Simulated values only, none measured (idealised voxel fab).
process module | voxel gate over fins
cross-section cut | 235 nm wide | cells 5 nm
A cross-section is a grid of square cells, given in bands from the top down. A band is one or more rows of cells.
Each band's line starts with the height of the band's top and of its bottom, in nm. Then come its materials from left to right, each with its width in nm. One material with "throughout" fills the band from edge to edge. "air" is empty space.
Height 0 is the level under which the wafer as received is all one material. The lowest band goes on downwards, as in "0 down".
A width such as "30 to 40" changes by the same amount from each row of cells to the next, from the band's top row to its bottom row.
"no change" after a step means that no cell of the cross-section changed.
closed voids: empty space of 8 cells or more with no open way to the top, each as width x height at its distance from the left edge, in nm
after a step's settings: what the simulator itself notes on the step
overlay nm, on a step with a mask: how far to the right of its planned place the mask lay; to the left if negative
plan
1 op RECEIVE | material Si
2 op CONFORMAL_DEP | material SiN | thk nm 5
3 op MASKED_ETCH | tone cover | mask id FINS | width nm 15 | pitch nm 50 | etch materials SiN | depth nm 5 | overlay nm 0
4 op MASKED_ETCH | tone cover | mask id FINS | width nm 15 | pitch nm 50 | etch materials Si | depth nm 35 | overlay nm 0
5 op FILL_DEP | material SiO2 | thk nm 10
6 op CMP | height nm 5
7 op DIRECTIONAL_DEP | material aC | thk nm 10
8 op PATTERN | tone open | mask id RAIL | material resist | width nm 15 | thk nm 30 | overlay nm 0
9 op DIRECTIONAL_ETCH | etch materials aC | depth nm 10
10 op STRIP | etch materials resist
11 op DIRECTIONAL_ETCH | etch materials SiO2 | depth nm 35
12 op STRIP | etch materials aC
13 op CONFORMAL_DEP | material TiN | thk nm 5
14 op FILL_DEP | material W | thk nm 10
15 op CMP | height nm 5
16 op SELECTIVE_ETCH | etch materials W Ru TiN | depth nm 20
17 op FILL_DEP | material SiO2 | thk nm 5
18 op CMP | height nm 5
19 op SELECTIVE_ETCH | etch materials SiO2 | depth nm 15
20 op STRIP | etch materials SiN
21 op CONFORMAL_DEP | material HfO2 | thk nm 5
22 op CONFORMAL_DEP | material TiN | thk nm 5
23 op CONFORMAL_DEP | material TiAl | thk nm 5
24 op CONFORMAL_DEP | material TiN | thk nm 5
25 op FILL_DEP | material W | thk nm 15
26 op CMP | height nm 30
27 op CONFORMAL_DEP | material SiCN | thk nm 10
first wafer, as planned
as received, after step 1
  0 down: Si throughout
  closed voids: none
after step 2
  5 to 0: SiN throughout
  below 0: unchanged
after step 3
  5 to 0: air 35 | SiN 15 | air 35 | SiN 15 | air 35 | SiN 15 | air 35 | SiN 15 | air 35
  below 0: unchanged
after step 4
  5 to 0: air 35 | SiN 15 | air 35 | SiN 15 | air 35 | SiN 15 | air 35 | SiN 15 | air 35
  0 to -35: air 35 | Si 15 | air 35 | Si 15 | air 35 | Si 15 | air 35 | Si 15 | air 35
  below -35: unchanged
after step 5
  15 to 5: SiO2 throughout
  5 to 0: SiO2 35 | SiN 15 | SiO2 35 | SiN 15 | SiO2 35 | SiN 15 | SiO2 35 | SiN 15 | SiO2 35
  0 to -35: SiO2 35 | Si 15 | SiO2 35 | Si 15 | SiO2 35 | Si 15 | SiO2 35 | Si 15 | SiO2 35
  below -35: unchanged
after step 6
  5 to 0: SiO2 35 | SiN 15 | SiO2 35 | SiN 15 | SiO2 35 | SiN 15 | SiO2 35 | SiN 15 | SiO2 35
  below 0: unchanged
after step 7
  15 to 5: aC throughout
  below 5: unchanged
after step 8
  45 to 15: resist 60 | air 15 | resist 160
  below 15: unchanged
after step 9
  35 to 15: resist 60 | air 15 | resist 160
  15 to 5: aC 60 | air 15 | aC 160
  below 5: unchanged
after step 10
  15 to 5: aC 60 | air 15 | aC 160
  below 5: unchanged
after step 11
  15 to 5: aC 60 | air 15 | aC 160
  5 to 0: SiO2 35 | SiN 15 | SiO2 10 | air 15 | SiO2 10 | SiN 15 | SiO2 35 | SiN 15 | SiO2 35 | SiN 15 | SiO2 35
  0 to -30: SiO2 35 | Si 15 | SiO2 10 | air 15 | SiO2 10 | Si 15 | SiO2 35 | Si 15 | SiO2 35 | Si 15 | SiO2 35
  below -30: unchanged
after step 12
  5 to 0: SiO2 35 | SiN 15 | SiO2 10 | air 15 | SiO2 10 | SiN 15 | SiO2 35 | SiN 15 | SiO2 35 | SiN 15 | SiO2 35
  below 0: unchanged
after step 13
  10 to 5: TiN 65 | air 5 | TiN 165
  5 to 0: SiO2 35 | SiN 15 | SiO2 10 | TiN 5 | air 5 | TiN 5 | SiO2 10 | SiN 15 | SiO2 35 | SiN 15 | SiO2 35 | SiN 15 | SiO2 35
  0 to -25: SiO2 35 | Si 15 | SiO2 10 | TiN 5 | air 5 | TiN 5 | SiO2 10 | Si 15 | SiO2 35 | Si 15 | SiO2 35 | Si 15 | SiO2 35
  -25 to -30: SiO2 35 | Si 15 | SiO2 10 | TiN 15 | SiO2 10 | Si 15 | SiO2 35 | Si 15 | SiO2 35 | Si 15 | SiO2 35
  below -30: unchanged
after step 14
  20 to 10: W throughout
  10 to 5: TiN 65 | W 5 | TiN 165
  5 to 0: SiO2 35 | SiN 15 | SiO2 10 | TiN 5 | W 5 | TiN 5 | SiO2 10 | SiN 15 | SiO2 35 | SiN 15 | SiO2 35 | SiN 15 | SiO2 35
  0 to -25: SiO2 35 | Si 15 | SiO2 10 | TiN 5 | W 5 | TiN 5 | SiO2 10 | Si 15 | SiO2 35 | Si 15 | SiO2 35 | Si 15 | SiO2 35
  below -25: unchanged
after step 15
  5 to 0: SiO2 35 | SiN 15 | SiO2 10 | TiN 5 | W 5 | TiN 5 | SiO2 10 | SiN 15 | SiO2 35 | SiN 15 | SiO2 35 | SiN 15 | SiO2 35
  below 0: unchanged
after step 16
  5 to 0: SiO2 35 | SiN 15 | SiO2 10 | air 15 | SiO2 10 | SiN 15 | SiO2 35 | SiN 15 | SiO2 35 | SiN 15 | SiO2 35
  0 to -15: SiO2 35 | Si 15 | SiO2 10 | air 15 | SiO2 10 | Si 15 | SiO2 35 | Si 15 | SiO2 35 | Si 15 | SiO2 35
  below -15: unchanged
after step 17
  10 to 5: SiO2 throughout
  5 to 0: SiO2 35 | SiN 15 | SiO2 35 | SiN 15 | SiO2 35 | SiN 15 | SiO2 35 | SiN 15 | SiO2 35
  0 to -15: SiO2 35 | Si 15 | SiO2 35 | Si 15 | SiO2 35 | Si 15 | SiO2 35 | Si 15 | SiO2 35
  below -15: unchanged
after step 18
  5 to 0: SiO2 35 | SiN 15 | SiO2 35 | SiN 15 | SiO2 35 | SiN 15 | SiO2 35 | SiN 15 | SiO2 35
  below 0: unchanged
after step 19
  5 to 0: air 35 | SiN 15 | air 35 | SiN 15 | air 35 | SiN 15 | air 35 | SiN 15 | air 35
  0 to -10: air 35 | Si 15 | air 35 | Si 15 | air 35 | Si 15 | air 35 | Si 15 | air 35
  below -10: unchanged
after step 20
  0 to -10: air 35 | Si 15 | air 35 | Si 15 | air 35 | Si 15 | air 35 | Si 15 | air 35
  below -10: unchanged
after step 21
  5 to 0: air 30 | HfO2 25 | air 25 | HfO2 25 | air 25 | HfO2 25 | air 25 | HfO2 25 | air 30
  0 to -5: air 30 | HfO2 5 | Si 15 | HfO2 5 | air 25 | HfO2 5 | Si 15 | HfO2 5 | air 25 | HfO2 5 | Si 15 | HfO2 5 | air 25 | HfO2 5 | Si 15 | HfO2 5 | air 30
  -5 to -10: HfO2 35 | Si 15 | HfO2 35 | Si 15 | HfO2 35 | Si 15 | HfO2 35 | Si 15 | HfO2 35
  below -10: unchanged
after step 22
  10 to 5: air 25 | TiN 35 | air 15 | TiN 35 | air 15 | TiN 35 | air 15 | TiN 35 | air 25
  5 to 0: air 25 | TiN 5 | HfO2 25 | TiN 5 | air 15 | TiN 5 | HfO2 25 | TiN 5 | air 15 | TiN 5 | HfO2 25 | TiN 5 | air 15 | TiN 5 | HfO2 25 | TiN 5 | air 25
  0 to -5: TiN 30 | HfO2 5 | Si 15 | HfO2 5 | TiN 25 | HfO2 5 | Si 15 | HfO2 5 | TiN 25 | HfO2 5 | Si 15 | HfO2 5 | TiN 25 | HfO2 5 | Si 15 | HfO2 5 | TiN 30
  below -5: unchanged
after step 23
  15 to 10: air 20 | TiAl 45 | air 5 | TiAl 45 | air 5 | TiAl 45 | air 5 | TiAl 45 | air 20
  10 to 5: air 20 | TiAl 5 | TiN 35 | TiAl 5 | air 5 | TiAl 5 | TiN 35 | TiAl 5 | air 5 | TiAl 5 | TiN 35 | TiAl 5 | air 5 | TiAl 5 | TiN 35 | TiAl 5 | air 20
  5 to 0: TiAl 25 | TiN 5 | HfO2 25 | TiN 5 | TiAl 15 | TiN 5 | HfO2 25 | TiN 5 | TiAl 15 | TiN 5 | HfO2 25 | TiN 5 | TiAl 15 | TiN 5 | HfO2 25 | TiN 5 | TiAl 25
  below 0: unchanged
after step 24
  20 to 15: air 15 | TiN 205 | air 15
  15 to 10: air 15 | TiN 5 | TiAl 45 | TiN 5 | TiAl 45 | TiN 5 | TiAl 45 | TiN 5 | TiAl 45 | TiN 5 | air 15
  10 to 5: TiN 20 | TiAl 5 | TiN 35 | TiAl 5 | TiN 5 | TiAl 5 | TiN 35 | TiAl 5 | TiN 5 | TiAl 5 | TiN 35 | TiAl 5 | TiN 5 | TiAl 5 | TiN 35 | TiAl 5 | TiN 20
  below 5: unchanged
after step 25
  35 to 20: W throughout
  20 to 15: W 15 | TiN 205 | W 15
  15 to 10: W 15 | TiN 5 | TiAl 45 | TiN 5 | TiAl 45 | TiN 5 | TiAl 45 | TiN 5 | TiAl 45 | TiN 5 | W 15
  below 10: unchanged
after step 26
  30 to 20: W throughout
  below 20: unchanged
after step 27
  40 to 30: SiCN throughout
  below 30: unchanged
second wafer: like start, like plan, one mistake. Through step 7 it matches the first wafer
when step 8 should have ended
  45 to 15: resist 60 | air 20 | resist 155
  below 15: unchanged
when step 9 should have ended
  35 to 15: resist 60 | air 20 | resist 155
  15 to 5: aC 60 | air 20 | aC 155
  below 5: unchanged
when step 10 should have ended
  15 to 5: aC 60 | air 20 | aC 155
  below 5: unchanged
when step 11 should have ended
  15 to 5: aC 60 | air 20 | aC 155
  5 to 0: SiO2 35 | SiN 15 | SiO2 10 | air 20 | SiO2 5 | SiN 15 | SiO2 35 | SiN 15 | SiO2 35 | SiN 15 | SiO2 35
  0 to -30: SiO2 35 | Si 15 | SiO2 10 | air 20 | SiO2 5 | Si 15 | SiO2 35 | Si 15 | SiO2 35 | Si 15 | SiO2 35
  below -30: unchanged
when step 12 should have ended
  5 to 0: SiO2 35 | SiN 15 | SiO2 10 | air 20 | SiO2 5 | SiN 15 | SiO2 35 | SiN 15 | SiO2 35 | SiN 15 | SiO2 35
  below 0: unchanged
when step 13 should have ended
  10 to 5: TiN 65 | air 10 | TiN 160
  5 to 0: SiO2 35 | SiN 15 | SiO2 10 | TiN 5 | air 10 | TiN 5 | SiO2 5 | SiN 15 | SiO2 35 | SiN 15 | SiO2 35 | SiN 15 | SiO2 35
  0 to -25: SiO2 35 | Si 15 | SiO2 10 | TiN 5 | air 10 | TiN 5 | SiO2 5 | Si 15 | SiO2 35 | Si 15 | SiO2 35 | Si 15 | SiO2 35
  -25 to -30: SiO2 35 | Si 15 | SiO2 10 | TiN 20 | SiO2 5 | Si 15 | SiO2 35 | Si 15 | SiO2 35 | Si 15 | SiO2 35
  below -30: unchanged
when step 14 should have ended
  20 to 10: W throughout
  10 to 5: TiN 65 | W 10 | TiN 160
  5 to 0: SiO2 35 | SiN 15 | SiO2 10 | TiN 5 | W 10 | TiN 5 | SiO2 5 | SiN 15 | SiO2 35 | SiN 15 | SiO2 35 | SiN 15 | SiO2 35
  0 to -25: SiO2 35 | Si 15 | SiO2 10 | TiN 5 | W 10 | TiN 5 | SiO2 5 | Si 15 | SiO2 35 | Si 15 | SiO2 35 | Si 15 | SiO2 35
  below -25: unchanged
when step 15 should have ended
  5 to 0: SiO2 35 | SiN 15 | SiO2 10 | TiN 5 | W 10 | TiN 5 | SiO2 5 | SiN 15 | SiO2 35 | SiN 15 | SiO2 35 | SiN 15 | SiO2 35
  below 0: unchanged
when step 16 should have ended
  5 to 0: SiO2 35 | SiN 15 | SiO2 10 | air 20 | SiO2 5 | SiN 15 | SiO2 35 | SiN 15 | SiO2 35 | SiN 15 | SiO2 35
  0 to -15: SiO2 35 | Si 15 | SiO2 10 | air 20 | SiO2 5 | Si 15 | SiO2 35 | Si 15 | SiO2 35 | Si 15 | SiO2 35
  below -15: unchanged
when step 17 should have ended
  10 to 5: SiO2 throughout
  5 to 0: SiO2 35 | SiN 15 | SiO2 35 | SiN 15 | SiO2 35 | SiN 15 | SiO2 35 | SiN 15 | SiO2 35
  0 to -15: SiO2 35 | Si 15 | SiO2 35 | Si 15 | SiO2 35 | Si 15 | SiO2 35 | Si 15 | SiO2 35
  below -15: unchanged
when step 18 should have ended
  5 to 0: SiO2 35 | SiN 15 | SiO2 35 | SiN 15 | SiO2 35 | SiN 15 | SiO2 35 | SiN 15 | SiO2 35
  below 0: unchanged
when step 19 should have ended
  5 to 0: air 35 | SiN 15 | air 35 | SiN 15 | air 35 | SiN 15 | air 35 | SiN 15 | air 35
  0 to -10: air 35 | Si 15 | air 35 | Si 15 | air 35 | Si 15 | air 35 | Si 15 | air 35
  below -10: unchanged
when step 20 should have ended
  0 to -10: air 35 | Si 15 | air 35 | Si 15 | air 35 | Si 15 | air 35 | Si 15 | air 35
  below -10: unchanged
when step 21 should have ended
  5 to 0: air 30 | HfO2 25 | air 25 | HfO2 25 | air 25 | HfO2 25 | air 25 | HfO2 25 | air 30
  0 to -5: air 30 | HfO2 5 | Si 15 | HfO2 5 | air 25 | HfO2 5 | Si 15 | HfO2 5 | air 25 | HfO2 5 | Si 15 | HfO2 5 | air 25 | HfO2 5 | Si 15 | HfO2 5 | air 30
  -5 to -10: HfO2 35 | Si 15 | HfO2 35 | Si 15 | HfO2 35 | Si 15 | HfO2 35 | Si 15 | HfO2 35
  below -10: unchanged
when step 22 should have ended
  10 to 5: air 25 | TiN 35 | air 15 | TiN 35 | air 15 | TiN 35 | air 15 | TiN 35 | air 25
  5 to 0: air 25 | TiN 5 | HfO2 25 | TiN 5 | air 15 | TiN 5 | HfO2 25 | TiN 5 | air 15 | TiN 5 | HfO2 25 | TiN 5 | air 15 | TiN 5 | HfO2 25 | TiN 5 | air 25
  0 to -5: TiN 30 | HfO2 5 | Si 15 | HfO2 5 | TiN 25 | HfO2 5 | Si 15 | HfO2 5 | TiN 25 | HfO2 5 | Si 15 | HfO2 5 | TiN 25 | HfO2 5 | Si 15 | HfO2 5 | TiN 30
  below -5: unchanged
when step 23 should have ended
  15 to 10: air 20 | TiAl 45 | air 5 | TiAl 45 | air 5 | TiAl 45 | air 5 | TiAl 45 | air 20
  10 to 5: air 20 | TiAl 5 | TiN 35 | TiAl 5 | air 5 | TiAl 5 | TiN 35 | TiAl 5 | air 5 | TiAl 5 | TiN 35 | TiAl 5 | air 5 | TiAl 5 | TiN 35 | TiAl 5 | air 20
  5 to 0: TiAl 25 | TiN 5 | HfO2 25 | TiN 5 | TiAl 15 | TiN 5 | HfO2 25 | TiN 5 | TiAl 15 | TiN 5 | HfO2 25 | TiN 5 | TiAl 15 | TiN 5 | HfO2 25 | TiN 5 | TiAl 25
  below 0: unchanged
when step 24 should have ended
  20 to 15: air 15 | TiN 205 | air 15
  15 to 10: air 15 | TiN 5 | TiAl 45 | TiN 5 | TiAl 45 | TiN 5 | TiAl 45 | TiN 5 | TiAl 45 | TiN 5 | air 15
  10 to 5: TiN 20 | TiAl 5 | TiN 35 | TiAl 5 | TiN 5 | TiAl 5 | TiN 35 | TiAl 5 | TiN 5 | TiAl 5 | TiN 35 | TiAl 5 | TiN 5 | TiAl 5 | TiN 35 | TiAl 5 | TiN 20
  below 5: unchanged
when step 25 should have ended
  35 to 20: W throughout
  20 to 15: W 15 | TiN 205 | W 15
  15 to 10: W 15 | TiN 5 | TiAl 45 | TiN 5 | TiAl 45 | TiN 5 | TiAl 45 | TiN 5 | TiAl 45 | TiN 5 | W 15
  below 10: unchanged
when step 26 should have ended
  30 to 20: W throughout
  below 20: unchanged
when step 27 should have ended
  40 to 30: SiCN throughout
  below 30: unchanged
what went wrong: step 8 ran as: op PATTERN | tone open | mask id RAIL | material resist | width nm 20 | thk nm 30 | overlay nm 0
at the end the second wafer has, in cells: 3 fewer of SiO2 | 1 more of TiN | 2 more of W
